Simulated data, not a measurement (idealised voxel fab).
process module | voxel released beams
cross-section cut | 170 nm wide | cells 5 nm
A cross-section is a grid of square cells, given in bands from the top down. A band is one or more rows of cells.
Each band's line starts with the height of the band's top and of its bottom, in nm. Then come its materials from left to right, each with its width in nm. One material with "throughout" fills the band from edge to edge. "air" is empty space.
Height 0 is the level under which the wafer as received is all one material. The lowest band goes on downwards, as in "0 down".
A width such as "30 to 40" changes by the same amount from each row of cells to the next, from the band's top row to its bottom row.
"no change" after a step means that no cell of the cross-section changed.
closed voids: empty space of 8 cells or more with no open way to the top, each as width x height at its distance from the left edge, in nm
after a step's settings: what the simulator itself notes on the step
overlay nm, on a step with a mask: how far to the right of its planned place the mask lay; to the left if negative
plan
1 op RECEIVE | material Si
2 op CONFORMAL_DEP | material Al2O3 | thk nm 5
3 op DIRECTIONAL_DEP | material SiO2 | thk nm 10
4 op DIRECTIONAL_DEP | material aC | thk nm 10
5 op PATTERN | tone open | mask id ANCHOR | material resist | width nm 35 | thk nm 25 | overlay nm 0
6 op DIRECTIONAL_ETCH | etch materials aC | depth nm 10
7 op STRIP | etch materials resist
8 op DIRECTIONAL_ETCH | etch materials SiO2 | depth nm 10
9 op STRIP | etch materials aC
10 op CONFORMAL_DEP | material SiN | thk nm 10
11 op DIRECTIONAL_DEP | material aC | thk nm 10
12 op PATTERN | tone cover | mask id BEAM | material resist | width nm 80 | thk nm 30 | overlay nm 0
13 op DIRECTIONAL_ETCH | etch materials aC | depth nm 10
14 op STRIP | etch materials resist
15 op DIRECTIONAL_ETCH | etch materials SiN | depth nm 10
16 op STRIP | etch materials aC
17 op STRIP | etch materials SiO2
varied across the wafers: width nm of step 12. The plan shows the first wafer's value. All wafers start alike
first wafer as received, after step 1
  0 down: Si throughout
  closed voids: none
first wafer at the end, after step 17
  25 to 15: air 40 | SiN 10 | air 15 | SiN 55 | air 50
  15 to 5: air 40 | SiN 35 | air 95
  5 to 0: Al2O3 throughout
  0 down: Si throughout
  closed voids: none
last wafer at the end
  25 to 15: air 30 | SiN 20 | air 15 | SiN 70 | air 35
  15 to 5: air 40 | SiN 35 | air 95
  5 to 0: Al2O3 throughout
  0 down: Si throughout
  closed voids: none
each wafer at the end: cells of each material gained (+) or lost (-) since it was received, then its closed voids
width nm 80 | +34 Al2O3 | +40 SiN | closed voids: none
width nm 85 | +34 Al2O3 | +42 SiN | closed voids: none
width nm 90 | +34 Al2O3 | +44 SiN | closed voids: none
width nm 95 | +34 Al2O3 | +46 SiN | closed voids: none
width nm 100 | +34 Al2O3 | +48 SiN | closed voids: none
width nm 105 | +34 Al2O3 | +50 SiN | closed voids: none
